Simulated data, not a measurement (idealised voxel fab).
process module | voxel spacer lines
cross-section cut | 290 nm wide | cells 5 nm
A cross-section is a grid of square cells, given in bands from the top down. A band is one or more rows of cells.
Each band's line starts with the height of the band's top and of its bottom, in nm. Then come its materials from left to right, each with its width in nm. One material with "throughout" fills the band from edge to edge. "air" is empty space.
Height 0 is the level under which the wafer as received is all one material. The lowest band goes on downwards, as in "0 down".
A width such as "30 to 40" changes by the same amount from each row of cells to the next, from the band's top row to its bottom row.
"no change" after a step means that no cell of the cross-section changed.
closed voids: empty space of 8 cells or more with no open way to the top, each as width x height at its distance from the left edge, in nm
after a step's settings: what the simulator itself notes on the step
overlay nm, on a step with a mask: how far to the right of its planned place the mask lay; to the left if negative
plan
1 op RECEIVE | material Si
2 op CONFORMAL_DEP | material Al2O3 | thk nm 10
3 op DIRECTIONAL_DEP | material W | thk nm 15
4 op DIRECTIONAL_DEP | material aC | thk nm 25
5 op PATTERN | tone cover | mask id MANDREL | material resist | width nm 25 | pitch nm 80 | thk nm 30 | overlay nm 0
6 op DIRECTIONAL_ETCH | etch materials aC | depth nm 25
7 op STRIP | etch materials resist
8 op CONFORMAL_DEP | material SiN | thk nm 15
9 op DIRECTIONAL_ETCH | etch materials SiN | depth nm 15
10 op STRIP | etch materials aC
11 op DIRECTIONAL_ETCH | etch materials W | depth nm 15
12 op STRIP | etch materials SiN
first wafer, as planned
as received, after step 1
  0 down: Si throughout
  closed voids: none
after step 2
  10 to 0: Al2O3 throughout
  below 0: unchanged
after step 3
  25 to 10: W throughout
  below 10: unchanged
after step 4
  50 to 25: aC throughout
  below 25: unchanged
after step 5
  80 to 50: air 90 | resist 25 | air 55 | resist 25 | air 95
  below 50: unchanged
after step 6
  55 to 50: air 90 | resist 25 | air 55 | resist 25 | air 95
  50 to 25: air 90 | aC 25 | air 55 | aC 25 | air 95
  below 25: unchanged
after step 7
  50 to 25: air 90 | aC 25 | air 55 | aC 25 | air 95
  below 25: unchanged
after step 8
  65 to 50: air 75 | SiN 55 | air 25 | SiN 55 | air 80
  50 to 40: air 75 | SiN 15 | aC 25 | SiN 15 | air 25 | SiN 15 | aC 25 | SiN 15 | air 80
  40 to 25: SiN 90 | aC 25 | SiN 55 | aC 25 | SiN 95
  below 25: unchanged
after step 9
  50 to 25: air 75 | SiN 15 | aC 25 | SiN 15 | air 25 | SiN 15 | aC 25 | SiN 15 | air 80
  below 25: unchanged
after step 10
  50 to 25: air 75 | SiN 15 | air 25 | SiN 15 | air 25 | SiN 15 | air 25 | SiN 15 | air 80
  below 25: unchanged
after step 11
  50 to 25: air 75 | SiN 15 | air 25 | SiN 15 | air 25 | SiN 15 | air 25 | SiN 15 | air 80
  25 to 10: air 75 | W 15 | air 25 | W 15 | air 25 | W 15 | air 25 | W 15 | air 80
  below 10: unchanged
after step 12
  25 to 10: air 75 | W 15 | air 25 | W 15 | air 25 | W 15 | air 25 | W 15 | air 80
  below 10: unchanged
second wafer: like start, like plan, one mistake. Through step 2 it matches the first wafer
when step 3 should have ended
  35 to 10: aC throughout
  below 10: unchanged
when step 4 should have ended
  50 to 35: W throughout
  below 35: unchanged
when step 5 should have ended
  80 to 50: air 90 | resist 25 | air 55 | resist 25 | air 95
  below 50: unchanged
when step 6 should have ended
  55 to 50: air 90 | resist 25 | air 55 | resist 25 | air 95
  below 50: unchanged
when step 7 should have ended
  50 to 35: W throughout
  below 35: unchanged
when step 8 should have ended
  65 to 50: SiN throughout
  below 50: unchanged
when step 9 should have ended
  50 to 35: W throughout
  below 35: unchanged
when step 10 should have ended: no change
when step 11 should have ended
  35 to 10: aC throughout
  below 10: unchanged
when step 12 should have ended: no change
what went wrong: steps 3 and 4 were swapped
at the end the second wafer has, in cells: 36 fewer of W | 290 more of aC
